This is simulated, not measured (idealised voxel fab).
Process module name: voxel capacitor over wiring
cross-section cut | 235 nm wide | cells 5 nm
The cross-sections in this document take the form of a grid made of square cells. They are written out as bands, in order from top to bottom. Each band consists of one or more rows of cells. Basically the band line says how high the top is and how high the bottom is, in nm, and then what's in it from left to right, every material with its width in nm. Empty space shows up as "empty", and if a single material carries "throughout" it runs the full band edge to edge. A quick word on heights: they are counted from 0, and under that level the wafer as it came to us is one material throughout. The lowest band is different from the rest in having no bottom; it simply continues downward, written as in "0 down". The width entry "30..40" should be interpreted row by row: the top row of cells in the band takes the first number, the bottom row takes the second number, and the change between adjacent rows is uniform throughout. Given "no alterations made" for a step, no cell of the cross-section differs between before and after that step. "Sealed voids" means: voids of 8 cells or more that are shut off from the top with no open way through. Written width x height at distance, distance from the left edge, in nm. Note: text after step settings on the step line = simulator remark on that step. overlay nm: mask offset rightward from planned place, masked step; negative means leftward offset.

[This section lists the process steps that were planned]
step 1: RECEIVE with material Si
step 2: CONFORMAL_DEP with material SiO2, thk nm 10
step 3: DIRECTIONAL_DEP with material TiN, thk nm 5
step 4: DIRECTIONAL_DEP with material Ru, thk nm 25
step 5: DIRECTIONAL_DEP with material aC, thk nm 10
step 6: PATTERN with tone cover, mask id METAL_1, material resist, width nm 30, pitch nm 85, thk nm 30, overlay nm 0
step 7: DIRECTIONAL_ETCH with etch materials aC, depth nm 10
step 8: STRIP with etch materials resist
step 9: DIRECTIONAL_ETCH with etch materials Ru, depth nm 25
step 10: DIRECTIONAL_ETCH with etch materials TiN, depth nm 5
step 11: STRIP with etch materials aC
step 12: CONFORMAL_DEP with material SiCN, thk nm 5
step 13: FILL_DEP with material lowk, thk nm 5
step 14: CMP with height nm 40
step 15: CONFORMAL_DEP with material SiCN, thk nm 5
step 16: DIRECTIONAL_DEP with material SiO2, thk nm 10
step 17: MASKED_ETCH with tone open, mask id PLUG_1, width nm 15, etch materials SiO2, depth nm 10, overlay nm 0
step 18: MASKED_ETCH with tone open, mask id PLUG_1, width nm 15, etch materials SiCN, depth nm 5, overlay nm 0
step 19: EPI with material Ru, thk nm 10
step 20: EPI with material Ru, thk nm 5
step 21: DIRECTIONAL_DEP with material TiN, thk nm 10
step 22: DIRECTIONAL_DEP with material Al2O3, thk nm 5
step 23: DIRECTIONAL_DEP with material TiN, thk nm 5
step 24: DIRECTIONAL_DEP with material aC, thk nm 10
step 25: PATTERN with tone cover, mask id UPPER_PLATE, material resist, width nm 60, thk nm 30, overlay nm 0
step 26: DIRECTIONAL_ETCH with etch materials aC, depth nm 10
step 27: STRIP with etch materials resist
step 28: DIRECTIONAL_ETCH with etch materials TiN, depth nm 5
step 29: DIRECTIONAL_ETCH with etch materials Al2O3, depth nm 5
step 30: STRIP with etch materials aC
step 31: MASKED_ETCH with tone cover, mask id LOWER_PLATE, width nm 70, etch materials TiN, depth nm 10, overlay nm 0
step 32: FILL_DEP with material SiO2, thk nm 20
step 33: CMP with height nm 90
step 34: DIRECTIONAL_DEP with material aC, thk nm 15
step 35: PATTERN with tone open, mask id PLUG_2, material resist, width nm 15, thk nm 30, overlay nm 0
step 36: DIRECTIONAL_ETCH with etch materials aC, depth nm 15
step 37: STRIP with etch materials resist
step 38: DIRECTIONAL_ETCH with etch materials SiO2, depth nm 15
step 39: STRIP with etch materials aC
step 40: CONFORMAL_DEP with material TiN, thk nm 5
step 41: FILL_DEP with material W, thk nm 5
step 42: CMP with height nm 90
step 43: CONFORMAL_DEP with material SiCN, thk nm 5

[The following pertains to the first of two wafers, which was processed as planned]

[Cross-sectional view of the wafer in its as-received condition, corresponding to the state after step 1]
	0 down = Si throughout
	Sealed voids: none

[How the wafer stands in section after step 2]
	10 to 0 = SiO2 throughout
	Everything below 0 is unchanged.

[How the wafer stands in section after step 3]
	15 to 10 = TiN throughout
	Everything below 10 is unchanged.

[How the wafer stands in section after step 4]
	40 to 15 = Ru throughout
	Everything below 15 is unchanged.

[How the wafer stands in section after step 5]
	50 to 40 = aC throughout
	Everything below 40 is unchanged.

[How the wafer stands in section after step 6]
	80 to 50 = 60 nm empty, 30 nm resist, 55 nm empty, 30 nm resist, 60 nm empty
	Everything below 50 is unchanged.

[How the wafer stands in section after step 7]
	70 to 50 = 60 nm empty, 30 nm resist, 55 nm empty, 30 nm resist, 60 nm empty
	50 to 40 = 60 nm empty, 30 nm aC, 55 nm empty, 30 nm aC, 60 nm empty
	Everything below 40 is unchanged.

[How the wafer stands in section after step 8]
	50 to 40 = 60 nm empty, 30 nm aC, 55 nm empty, 30 nm aC, 60 nm empty
	Everything below 40 is unchanged.

[How the wafer stands in section after step 9]
	50 to 40 = 60 nm empty, 30 nm aC, 55 nm empty, 30 nm aC, 60 nm empty
	40 to 15 = 60 nm empty, 30 nm Ru, 55 nm empty, 30 nm Ru, 60 nm empty
	Everything below 15 is unchanged.

[How the wafer stands in section after step 10]
	50 to 40 = 60 nm empty, 30 nm aC, 55 nm empty, 30 nm aC, 60 nm empty
	40 to 15 = 60 nm empty, 30 nm Ru, 55 nm empty, 30 nm Ru, 60 nm empty
	15 to 10 = 60 nm empty, 30 nm TiN, 55 nm empty, 30 nm TiN, 60 nm empty
	Everything below 10 is unchanged.

[How the wafer stands in section after step 11]
	40 to 15 = 60 nm empty, 30 nm Ru, 55 nm empty, 30 nm Ru, 60 nm empty
	Everything below 15 is unchanged.

[How the wafer stands in section after step 12]
	45 to 40 = 55 nm empty, 40 nm SiCN, 45 nm empty, 40 nm SiCN, 55 nm empty
	40 to 15 = 55 nm empty, 5 nm SiCN, 30 nm Ru, 5 nm SiCN, 45 nm empty, 5 nm SiCN, 30 nm Ru, 5 nm SiCN, 55 nm empty
	15 to 10 = 60 nm SiCN, 30 nm TiN, 55 nm SiCN, 30 nm TiN, 60 nm SiCN
	Everything below 10 is unchanged.

[How the wafer stands in section after step 13]
	50 to 45 = lowk throughout
	45 to 40 = 55 nm lowk, 40 nm SiCN, 45 nm lowk, 40 nm SiCN, 55 nm lowk
	40 to 15 = 55 nm lowk, 5 nm SiCN, 30 nm Ru, 5 nm SiCN, 45 nm lowk, 5 nm SiCN, 30 nm Ru, 5 nm SiCN, 55 nm lowk
	Everything below 15 is unchanged.

[How the wafer stands in section after step 14]
	40 to 15 = 55 nm lowk, 5 nm SiCN, 30 nm Ru, 5 nm SiCN, 45 nm lowk, 5 nm SiCN, 30 nm Ru, 5 nm SiCN, 55 nm lowk
	Everything below 15 is unchanged.

[How the wafer stands in section after step 15]
	45 to 40 = SiCN throughout
	Everything below 40 is unchanged.

[How the wafer stands in section after step 16]
	55 to 45 = SiO2 throughout
	Everything below 45 is unchanged.

[How the wafer stands in section after step 17]
	55 to 45 = 75 nm SiO2, 15 nm empty, 145 nm SiO2
	Everything below 45 is unchanged.

[How the wafer stands in section after step 18]
	55 to 45 = 75 nm SiO2, 15 nm empty, 145 nm SiO2
	45 to 40 = 75 nm SiCN, 15 nm empty, 145 nm SiCN
	Everything below 40 is unchanged.

[How the wafer stands in section after step 19]
	55 to 50 = 75 nm SiO2, 15 nm empty, 145 nm SiO2
	50 to 45 = 75 nm SiO2, 15 nm Ru, 145 nm SiO2
	45 to 40 = 75 nm SiCN, 15 nm Ru, 145 nm SiCN
	Everything below 40 is unchanged.

[How the wafer stands in section after step 20]
	55 to 45 = 75 nm SiO2, 15 nm Ru, 145 nm SiO2
	Everything below 45 is unchanged.

[How the wafer stands in section after step 21]
	65 to 55 = TiN throughout
	Everything below 55 is unchanged.

[How the wafer stands in section after step 22]
	70 to 65 = Al2O3 throughout
	Everything below 65 is unchanged.

[How the wafer stands in section after step 23]
	75 to 70 = TiN throughout
	Everything below 70 is unchanged.

[How the wafer stands in section after step 24]
	85 to 75 = aC throughout
	Everything below 75 is unchanged.

[How the wafer stands in section after step 25]
	115 to 85 = 75 nm empty, 60 nm resist, 100 nm empty
	Everything below 85 is unchanged.

[How the wafer stands in section after step 26]
	105 to 85 = 75 nm empty, 60 nm resist, 100 nm empty
	85 to 75 = 75 nm empty, 60 nm aC, 100 nm empty
	Everything below 75 is unchanged.

[How the wafer stands in section after step 27]
	85 to 75 = 75 nm empty, 60 nm aC, 100 nm empty
	Everything below 75 is unchanged.

[How the wafer stands in section after step 28]
	85 to 75 = 75 nm empty, 60 nm aC, 100 nm empty
	75 to 70 = 75 nm empty, 60 nm TiN, 100 nm empty
	Everything below 70 is unchanged.

[How the wafer stands in section after step 29]
	85 to 75 = 75 nm empty, 60 nm aC, 100 nm empty
	75 to 70 = 75 nm empty, 60 nm TiN, 100 nm empty
	70 to 65 = 75 nm empty, 60 nm Al2O3, 100 nm empty
	Everything below 65 is unchanged.

[How the wafer stands in section after step 30]
	75 to 70 = 75 nm empty, 60 nm TiN, 100 nm empty
	Everything below 70 is unchanged.

[How the wafer stands in section after step 31]
	75 to 70 = 75 nm empty, 60 nm TiN, 100 nm empty
	70 to 65 = 75 nm empty, 60 nm Al2O3, 100 nm empty
	65 to 55 = 70 nm empty, 70 nm TiN, 95 nm empty
	Everything below 55 is unchanged.

[How the wafer stands in section after step 32]
	95 to 75 = SiO2 throughout
	75 to 70 = 75 nm SiO2, 60 nm TiN, 100 nm SiO2
	70 to 65 = 75 nm SiO2, 60 nm Al2O3, 100 nm SiO2
	65 to 55 = 70 nm SiO2, 70 nm TiN, 95 nm SiO2
	Everything below 55 is unchanged.

[How the wafer stands in section after step 33]
	90 to 75 = SiO2 throughout
	Everything below 75 is unchanged.

[How the wafer stands in section after step 34]
	105 to 90 = aC throughout
	Everything below 90 is unchanged.

[How the wafer stands in section after step 35]
	135 to 105 = 85 nm resist, 15 nm empty, 135 nm resist
	Everything below 105 is unchanged.

[How the wafer stands in section after step 36]
	120 to 105 = 85 nm resist, 15 nm empty, 135 nm resist
	105 to 90 = 85 nm aC, 15 nm empty, 135 nm aC
	Everything below 90 is unchanged.

[How the wafer stands in section after step 37]
	105 to 90 = 85 nm aC, 15 nm empty, 135 nm aC
	Everything below 90 is unchanged.

[How the wafer stands in section after step 38]
	105 to 90 = 85 nm aC, 15 nm empty, 135 nm aC
	90 to 75 = 85 nm SiO2, 15 nm empty, 135 nm SiO2
	Everything below 75 is unchanged.

[How the wafer stands in section after step 39]
	90 to 75 = 85 nm SiO2, 15 nm empty, 135 nm SiO2
	Everything below 75 is unchanged.

[How the wafer stands in section after step 40]
	95 to 90 = 90 nm TiN, 5 nm empty, 140 nm TiN
	90 to 80 = 85 nm SiO2, 5 nm TiN, 5 nm empty, 5 nm TiN, 135 nm SiO2
	80 to 70 = 85..75 nm SiO2, 15..60 nm TiN, 135..100 nm SiO2
	Everything below 70 is unchanged.

[How the wafer stands in section after step 41]
	100 to 95 = W throughout
	95 to 90 = 90 nm TiN, 5 nm W, 140 nm TiN
	90 to 80 = 85 nm SiO2, 5 nm TiN, 5 nm W, 5 nm TiN, 135 nm SiO2
	Everything below 80 is unchanged.

[How the wafer stands in section after step 42]
	90 to 80 = 85 nm SiO2, 5 nm TiN, 5 nm W, 5 nm TiN, 135 nm SiO2
	Everything below 80 is unchanged.

[How the wafer stands in section after step 43]
	95 to 90 = SiCN throughout
	Everything below 90 is unchanged.

[It is to be noted that the second wafer proceeded from the same initial state and according to the same plan as the first, although one mistake was committed in its execution; through step 1, inclusive, the two wafers share an identical history]

[Cross-section of the second wafer when, according to plan, step 2 should have finished]
	5 to 0 = TiN throughout
	Everything below 0 is unchanged.

[Cross-section of the second wafer when, according to plan, step 3 should have finished]
	15 to 5 = SiO2 throughout
	Everything below 5 is unchanged.

[Cross-section of the second wafer when, according to plan, step 4 should have finished]
	40 to 15 = Ru throughout
	Everything below 15 is unchanged.

[Cross-section of the second wafer when, according to plan, step 5 should have finished]
	50 to 40 = aC throughout
	Everything below 40 is unchanged.

[Cross-section of the second wafer when, according to plan, step 6 should have finished]
	80 to 50 = 60 nm empty, 30 nm resist, 55 nm empty, 30 nm resist, 60 nm empty
	Everything below 50 is unchanged.

[Cross-section of the second wafer when, according to plan, step 7 should have finished]
	70 to 50 = 60 nm empty, 30 nm resist, 55 nm empty, 30 nm resist, 60 nm empty
	50 to 40 = 60 nm empty, 30 nm aC, 55 nm empty, 30 nm aC, 60 nm empty
	Everything below 40 is unchanged.

[Cross-section of the second wafer when, according to plan, step 8 should have finished]
	50 to 40 = 60 nm empty, 30 nm aC, 55 nm empty, 30 nm aC, 60 nm empty
	Everything below 40 is unchanged.

[Cross-section of the second wafer when, according to plan, step 9 should have finished]
	50 to 40 = 60 nm empty, 30 nm aC, 55 nm empty, 30 nm aC, 60 nm empty
	40 to 15 = 60 nm empty, 30 nm Ru, 55 nm empty, 30 nm Ru, 60 nm empty
	Everything below 15 is unchanged.

Cross-section of the second wafer when, according to plan, step 10 should have finished: no alterations made

[Cross-section of the second wafer when, according to plan, step 11 should have finished]
	40 to 15 = 60 nm empty, 30 nm Ru, 55 nm empty, 30 nm Ru, 60 nm empty
	Everything below 15 is unchanged.

[Cross-section of the second wafer when, according to plan, step 12 should have finished]
	45 to 40 = 55 nm empty, 40 nm SiCN, 45 nm empty, 40 nm SiCN, 55 nm empty
	40 to 20 = 55 nm empty, 5 nm SiCN, 30 nm Ru, 5 nm SiCN, 45 nm empty, 5 nm SiCN, 30 nm Ru, 5 nm SiCN, 55 nm empty
	20 to 15 = 60 nm SiCN, 30 nm Ru, 55 nm SiCN, 30 nm Ru, 60 nm SiCN
	Everything below 15 is unchanged.

[Cross-section of the second wafer when, according to plan, step 13 should have finished]
	50 to 45 = lowk throughout
	45 to 40 = 55 nm lowk, 40 nm SiCN, 45 nm lowk, 40 nm SiCN, 55 nm lowk
	40 to 20 = 55 nm lowk, 5 nm SiCN, 30 nm Ru, 5 nm SiCN, 45 nm lowk, 5 nm SiCN, 30 nm Ru, 5 nm SiCN, 55 nm lowk
	Everything below 20 is unchanged.

[Cross-section of the second wafer when, according to plan, step 14 should have finished]
	40 to 20 = 55 nm lowk, 5 nm SiCN, 30 nm Ru, 5 nm SiCN, 45 nm lowk, 5 nm SiCN, 30 nm Ru, 5 nm SiCN, 55 nm lowk
	Everything below 20 is unchanged.

[Cross-section of the second wafer when, according to plan, step 15 should have finished]
	45 to 40 = SiCN throughout
	Everything below 40 is unchanged.

[Cross-section of the second wafer when, according to plan, step 16 should have finished]
	55 to 45 = SiO2 throughout
	Everything below 45 is unchanged.

[Cross-section of the second wafer when, according to plan, step 17 should have finished]
	55 to 45 = 75 nm SiO2, 15 nm empty, 145 nm SiO2
	Everything below 45 is unchanged.

[Cross-section of the second wafer when, according to plan, step 18 should have finished]
	55 to 45 = 75 nm SiO2, 15 nm empty, 145 nm SiO2
	45 to 40 = 75 nm SiCN, 15 nm empty, 145 nm SiCN
	Everything below 40 is unchanged.

[Cross-section of the second wafer when, according to plan, step 19 should have finished]
	55 to 50 = 75 nm SiO2, 15 nm empty, 145 nm SiO2
	50 to 45 = 75 nm SiO2, 15 nm Ru, 145 nm SiO2
	45 to 40 = 75 nm SiCN, 15 nm Ru, 145 nm SiCN
	Everything below 40 is unchanged.

[Cross-section of the second wafer when, according to plan, step 20 should have finished]
	55 to 45 = 75 nm SiO2, 15 nm Ru, 145 nm SiO2
	Everything below 45 is unchanged.

[Cross-section of the second wafer when, according to plan, step 21 should have finished]
	65 to 55 = TiN throughout
	Everything below 55 is unchanged.

[Cross-section of the second wafer when, according to plan, step 22 should have finished]
	70 to 65 = Al2O3 throughout
	Everything below 65 is unchanged.

[Cross-section of the second wafer when, according to plan, step 23 should have finished]
	75 to 70 = TiN throughout
	Everything below 70 is unchanged.

[Cross-section of the second wafer when, according to plan, step 24 should have finished]
	85 to 75 = aC throughout
	Everything below 75 is unchanged.

[Cross-section of the second wafer when, according to plan, step 25 should have finished]
	115 to 85 = 75 nm empty, 60 nm resist, 100 nm empty
	Everything below 85 is unchanged.

[Cross-section of the second wafer when, according to plan, step 26 should have finished]
	105 to 85 = 75 nm empty, 60 nm resist, 100 nm empty
	85 to 75 = 75 nm empty, 60 nm aC, 100 nm empty
	Everything below 75 is unchanged.

[Cross-section of the second wafer when, according to plan, step 27 should have finished]
	85 to 75 = 75 nm empty, 60 nm aC, 100 nm empty
	Everything below 75 is unchanged.

[Cross-section of the second wafer when, according to plan, step 28 should have finished]
	85 to 75 = 75 nm empty, 60 nm aC, 100 nm empty
	75 to 70 = 75 nm empty, 60 nm TiN, 100 nm empty
	Everything below 70 is unchanged.

[Cross-section of the second wafer when, according to plan, step 29 should have finished]
	85 to 75 = 75 nm empty, 60 nm aC, 100 nm empty
	75 to 70 = 75 nm empty, 60 nm TiN, 100 nm empty
	70 to 65 = 75 nm empty, 60 nm Al2O3, 100 nm empty
	Everything below 65 is unchanged.

[Cross-section of the second wafer when, according to plan, step 30 should have finished]
	75 to 70 = 75 nm empty, 60 nm TiN, 100 nm empty
	Everything below 70 is unchanged.

[Cross-section of the second wafer when, according to plan, step 31 should have finished]
	75 to 70 = 75 nm empty, 60 nm TiN, 100 nm empty
	70 to 65 = 75 nm empty, 60 nm Al2O3, 100 nm empty
	65 to 55 = 70 nm empty, 70 nm TiN, 95 nm empty
	Everything below 55 is unchanged.

[Cross-section of the second wafer when, according to plan, step 32 should have finished]
	95 to 75 = SiO2 throughout
	75 to 70 = 75 nm SiO2, 60 nm TiN, 100 nm SiO2
	70 to 65 = 75 nm SiO2, 60 nm Al2O3, 100 nm SiO2
	65 to 55 = 70 nm SiO2, 70 nm TiN, 95 nm SiO2
	Everything below 55 is unchanged.

[Cross-section of the second wafer when, according to plan, step 33 should have finished]
	90 to 75 = SiO2 throughout
	Everything below 75 is unchanged.

[Cross-section of the second wafer when, according to plan, step 34 should have finished]
	105 to 90 = aC throughout
	Everything below 90 is unchanged.

[Cross-section of the second wafer when, according to plan, step 35 should have finished]
	135 to 105 = 85 nm resist, 15 nm empty, 135 nm resist
	Everything below 105 is unchanged.

[Cross-section of the second wafer when, according to plan, step 36 should have finished]
	120 to 105 = 85 nm resist, 15 nm empty, 135 nm resist
	105 to 90 = 85 nm aC, 15 nm empty, 135 nm aC
	Everything below 90 is unchanged.

[Cross-section of the second wafer when, according to plan, step 37 should have finished]
	105 to 90 = 85 nm aC, 15 nm empty, 135 nm aC
	Everything below 90 is unchanged.

[Cross-section of the second wafer when, according to plan, step 38 should have finished]
	105 to 90 = 85 nm aC, 15 nm empty, 135 nm aC
	90 to 75 = 85 nm SiO2, 15 nm empty, 135 nm SiO2
	Everything below 75 is unchanged.

[Cross-section of the second wafer when, according to plan, step 39 should have finished]
	90 to 75 = 85 nm SiO2, 15 nm empty, 135 nm SiO2
	Everything below 75 is unchanged.

[Cross-section of the second wafer when, according to plan, step 40 should have finished]
	95 to 90 = 90 nm TiN, 5 nm empty, 140 nm TiN
	90 to 80 = 85 nm SiO2, 5 nm TiN, 5 nm empty, 5 nm TiN, 135 nm SiO2
	80 to 70 = 85..75 nm SiO2, 15..60 nm TiN, 135..100 nm SiO2
	Everything below 70 is unchanged.

[Cross-section of the second wafer when, according to plan, step 41 should have finished]
	100 to 95 = W throughout
	95 to 90 = 90 nm TiN, 5 nm W, 140 nm TiN
	90 to 80 = 85 nm SiO2, 5 nm TiN, 5 nm W, 5 nm TiN, 135 nm SiO2
	Everything below 80 is unchanged.

[Cross-section of the second wafer when, according to plan, step 42 should have finished]
	90 to 80 = 85 nm SiO2, 5 nm TiN, 5 nm W, 5 nm TiN, 135 nm SiO2
	Everything below 80 is unchanged.

[Cross-section of the second wafer when, according to plan, step 43 should have finished]
	95 to 90 = SiCN throughout
	Everything below 90 is unchanged.
The mistake made against the process plan was this: a sequencing error occurred in which plan steps 2 and 3 were transposed
The closing comparison, in cells, has the second wafer with more or fewer of some materials than the first: 4 fewer of SiCN; 35 more of TiN; 31 fewer of lowk
